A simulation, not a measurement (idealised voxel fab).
The process module presented herein is designated voxel gate over fins.
Each square cell in cross-section cut measures 5 nm, and the section as a whole is 240 nm wide.
A cross-section is a grid of square cells, given in bands from the top down. A band is one or more rows of cells. The entry gives the band's vertical extent as a top height and a bottom height in nm, then its horizontal make-up as materials from left to right, each with a width in nm. "blank" stands for empty space; a single material marked "all across" fills the band edge to edge. Basically, 0 is our baseline, since under it the wafer straight out of the box is all one material. The bottom band has no lower end and keeps on going down, so it looks like "0 down". Read "30..40" as a graded width: first number on top, second number at the bottom, same change between each pair of neighbouring rows. The designation "stayed the same", where it is given for a processing step, indicates that no cell of the cross-section was altered in the course of that step. You'll see "Closed void entries" listing empty spaces that have no way open to the top, as long as they're 8 cells or more; the notation is width x height at distance, where the distance is from the left edge, and all of it is in nm. after a step's settings: what the simulator itself notes on the step. overlay nm: right-of-plan distance of the mask on a masked step; negative values mean left-of-plan.
-- So here's the lineup of process steps we planned
1) RECEIVE (material Si)
2) CONFORMAL_DEP (material SiN; thk nm 10)
3) MASKED_ETCH (tone cover; mask id FINS; width nm 15; pitch nm 60; etch materials SiN; depth nm 10; overlay nm 0)
4) MASKED_ETCH (tone cover; mask id FINS; width nm 15; pitch nm 60; etch materials Si; depth nm 40; overlay nm 0)
5) FILL_DEP (material SiO2; thk nm 15)
6) CMP (height nm 5)
7) PATTERN (tone open; mask id RAIL; material resist; width nm 15; thk nm 15; overlay nm 0)
8) DIRECTIONAL_ETCH (etch materials SiO2; depth nm 45)
9) STRIP (etch materials resist)
10) CONFORMAL_DEP (material TiN; thk nm 5)
11) FILL_DEP (material W; thk nm 5)
12) CMP (height nm 10)
13) SELECTIVE_ETCH (etch materials W Ru TiN; depth nm 30)
14) FILL_DEP (material SiO2; thk nm 5)
15) CMP (height nm 10)
16) SELECTIVE_ETCH (etch materials SiO2; depth nm 25)
17) STRIP (etch materials SiN)
18) CONFORMAL_DEP (material HfO2; thk nm 5)
19) CONFORMAL_DEP (material TiN; thk nm 5)
20) FILL_DEP (material W; thk nm 10)
21) CMP (height nm 15)
22) CONFORMAL_DEP (material SiN; thk nm 10)
For clarity, it should be stated that the wafers under discussion commence in an identical condition and differ with respect to the height nm of step 6, the plan indicating the value that the first wafer had.
-- Cross-sectional view of the first of several wafers in the as-received condition, corresponding to the state following step 1
  0 down  Si all across
  Closed void entries: none
-- Per-wafer rows below. For each material: cells gained (+) or lost (-) since the wafer was received, as of end of module. Then: closed voids
height nm 5 | +60 HfO2 | -336 Si | +96 SiN | +198 SiO2 | +69 TiN | +153 W | Closed void entries: none
height nm 10 | +60 HfO2 | -336 Si | +96 SiN | +201 SiO2 | +67 TiN | +152 W | Closed void entries: none
height nm 15 | +60 HfO2 | -336 Si | +96 SiN | +204 SiO2 | +65 TiN | +151 W | Closed void entries: none
height nm 20 | +60 HfO2 | -336 Si | +96 SiN | +207 SiO2 | +63 TiN | +150 W | Closed void entries: none
height nm 25 | +60 HfO2 | -336 Si | +96 SiN | +210 SiO2 | +60 TiN | +150 W | Closed void entries: none
